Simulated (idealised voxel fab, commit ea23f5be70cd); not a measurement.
Documented hereafter: the process module known as voxel ribs on slabs.
Pictured: cross-section cut, 275 nm wide, on a grid of 5 nm square cells.
Notation: cross-section as square-cell grid; stated in bands, top first, going down; one or more cell rows per band.
Heights first: top, then bottom, in nm. Then materials, left to right, each with a width in nm. "full width" on a single material: fills the band edge to edge. "air": empty space.
Where do heights start? At 0: under that level the wafer as delivered is made of one material only. And the lowest band has no floor; it just carries on downward, as in "0 and below".
Width spec "30->40" -> top row of cells at first value, bottom row at second value, equal per-row change in between.
"changes: none" (step): cross-section cells unchanged, all of them.
If an empty space has no open way to the top and is at least 8 cells in size, "Cavities, closed" lists it, written width x height at distance, where distance is measured from the left edge and every value is in nm.
Post-settings text on a step line: simulator's own remark regarding the step.
On any step carrying a mask, the "overlay nm" setting, if present on the step's line, tells how far right of its planned place the mask lay; negative values point to the left.

SET OUT BELOW ARE THE PLANNED STEPS OF THE PROCESS
1 RECEIVE (material Si)
2 DIRECTIONAL_DEP (material SiO2; thk nm 30)
3 DIRECTIONAL_DEP (material SiN; thk nm 25)
4 PATTERN (tone cover; mask id RIB; material resist; width nm 30; thk nm 20; overlay nm 0)
5 DIRECTIONAL_ETCH (etch materials SiN; depth nm 10)
6 STRIP (etch materials resist)
7 DIRECTIONAL_DEP (material aC; thk nm 10)
8 PATTERN (tone cover; mask id SLAB; material resist; width nm 60; thk nm 30; overlay nm 0)
9 DIRECTIONAL_ETCH (etch materials aC; depth nm 10)
10 STRIP (etch materials resist)
11 DIRECTIONAL_ETCH (etch materials SiN; depth nm 15)
12 STRIP (etch materials aC)
13 FILL_DEP (material SiO2; thk nm 20)
14 CMP (height nm 70)
15 DIRECTIONAL_DEP (material TiN; thk nm 10)
16 DIRECTIONAL_DEP (material aC; thk nm 15)
17 PATTERN (tone cover; mask id HEATER; material resist; width nm 40; thk nm 35; overlay nm 0)
18 DIRECTIONAL_ETCH (etch materials aC; depth nm 15)
19 STRIP (etch materials resist)
20 DIRECTIONAL_ETCH (etch materials TiN; depth nm 10)
21 STRIP (etch materials aC)
22 CONFORMAL_DEP (material SiO2; thk nm 5)

FIRST WAFER, AS PLANNED

SO THIS IS THE INCOMING WAFER IN CROSS-SECTION - IT'S ALREADY BEEN THROUGH STEP 1
  0 and below = Si full width
  Cavities, closed: none

WAFER AFTER STEP 2 (CROSS-SECTION)
  30 down to 0 = SiO2 full width
  Rest of section, below 0: as before.

WAFER AFTER STEP 3 (CROSS-SECTION)
  55 down to 30 = SiN full width
  Rest of section, below 30: as before.

WAFER AFTER STEP 4 (CROSS-SECTION)
  75 down to 55 = air (120) / resist (30) / air (125)
  Rest of section, below 55: as before.

WAFER AFTER STEP 5 (CROSS-SECTION)
  75 down to 55 = air (120) / resist (30) / air (125)
  55 down to 45 = air (120) / SiN (30) / air (125)
  Rest of section, below 45: as before.

WAFER AFTER STEP 6 (CROSS-SECTION)
  55 down to 45 = air (120) / SiN (30) / air (125)
  Rest of section, below 45: as before.

WAFER AFTER STEP 7 (CROSS-SECTION)
  65 down to 55 = air (120) / aC (30) / air (125)
  55 down to 45 = aC (120) / SiN (30) / aC (125)
  Rest of section, below 45: as before.

WAFER AFTER STEP 8 (CROSS-SECTION)
  95 down to 65 = air (105) / resist (60) / air (110)
  65 down to 55 = air (105) / resist (15) / aC (30) / resist (15) / air (110)
  Rest of section, below 55: as before.

WAFER AFTER STEP 9 (CROSS-SECTION)
  85 down to 65 = air (105) / resist (60) / air (110)
  65 down to 55 = air (105) / resist (15) / aC (30) / resist (15) / air (110)
  55 down to 45 = air (105) / aC (15) / SiN (30) / aC (15) / air (110)
  Rest of section, below 45: as before.

WAFER AFTER STEP 10 (CROSS-SECTION)
  65 down to 55 = air (120) / aC (30) / air (125)
  Rest of section, below 55: as before.

WAFER AFTER STEP 11 (CROSS-SECTION)
  65 down to 55 = air (120) / aC (30) / air (125)
  55 down to 45 = air (105) / aC (15) / SiN (30) / aC (15) / air (110)
  45 down to 30 = air (105) / SiN (60) / air (110)
  Rest of section, below 30: as before.

WAFER AFTER STEP 12 (CROSS-SECTION)
  55 down to 45 = air (120) / SiN (30) / air (125)
  Rest of section, below 45: as before.

WAFER AFTER STEP 13 (CROSS-SECTION)
  75 down to 55 = SiO2 full width
  55 down to 45 = SiO2 (120) / SiN (30) / SiO2 (125)
  45 down to 30 = SiO2 (105) / SiN (60) / SiO2 (110)
  Rest of section, below 30: as before.

WAFER AFTER STEP 14 (CROSS-SECTION)
  70 down to 55 = SiO2 full width
  Rest of section, below 55: as before.

WAFER AFTER STEP 15 (CROSS-SECTION)
  80 down to 70 = TiN full width
  Rest of section, below 70: as before.

WAFER AFTER STEP 16 (CROSS-SECTION)
  95 down to 80 = aC full width
  Rest of section, below 80: as before.

WAFER AFTER STEP 17 (CROSS-SECTION)
  130 down to 95 = air (115) / resist (40) / air (120)
  Rest of section, below 95: as before.

WAFER AFTER STEP 18 (CROSS-SECTION)
  115 down to 95 = air (115) / resist (40) / air (120)
  95 down to 80 = air (115) / aC (40) / air (120)
  Rest of section, below 80: as before.

WAFER AFTER STEP 19 (CROSS-SECTION)
  95 down to 80 = air (115) / aC (40) / air (120)
  Rest of section, below 80: as before.

WAFER AFTER STEP 20 (CROSS-SECTION)
  95 down to 80 = air (115) / aC (40) / air (120)
  80 down to 70 = air (115) / TiN (40) / air (120)
  Rest of section, below 70: as before.

WAFER AFTER STEP 21 (CROSS-SECTION)
  80 down to 70 = air (115) / TiN (40) / air (120)
  Rest of section, below 70: as before.

WAFER AFTER STEP 22 (CROSS-SECTION)
  85 down to 80 = air (110) / SiO2 (50) / air (115)
  80 down to 75 = air (110) / SiO2 (5) / TiN (40) / SiO2 (5) / air (115)
  75 down to 70 = SiO2 (115) / TiN (40) / SiO2 (120)
  Rest of section, below 70: as before.

THE SECOND WAFER BEGAN EXACTLY AS THE FIRST DID AND FOLLOWED THE SAME PLAN, BUT ONE MISTAKE WAS MADE WHILE RUNNING IT; THROUGH STEP 16 INCLUSIVE, THE TWO WAFERS ARE IDENTICAL

WHEN STEP 17 SHOULD HAVE ENDED
  130 down to 95 = air (120) / resist (35) / air (120)
  Rest of section, below 95: as before.

WHEN STEP 18 SHOULD HAVE ENDED
  115 down to 95 = air (120) / resist (35) / air (120)
  95 down to 80 = air (120) / aC (35) / air (120)
  Rest of section, below 80: as before.

WHEN STEP 19 SHOULD HAVE ENDED
  95 down to 80 = air (120) / aC (35) / air (120)
  Rest of section, below 80: as before.

WHEN STEP 20 SHOULD HAVE ENDED
  95 down to 80 = air (120) / aC (35) / air (120)
  80 down to 70 = air (120) / TiN (35) / air (120)
  Rest of section, below 70: as before.

WHEN STEP 21 SHOULD HAVE ENDED
  80 down to 70 = air (120) / TiN (35) / air (120)
  Rest of section, below 70: as before.

WHEN STEP 22 SHOULD HAVE ENDED
  85 down to 80 = air (115) / SiO2 (45) / air (115)
  80 down to 75 = air (115) / SiO2 (5) / TiN (35) / SiO2 (5) / air (115)
  75 down to 70 = SiO2 (120) / TiN (35) / SiO2 (120)
  Rest of section, below 70: as before.
The plan and the run diverged here: not per plan at step 17, really ran PATTERN (tone cover; mask id HEATER; material resist; width nm 35; thk nm 35; overlay nm 0)
End check, counted in cells, second wafer has more or fewer of these materials than the first: TiN -2
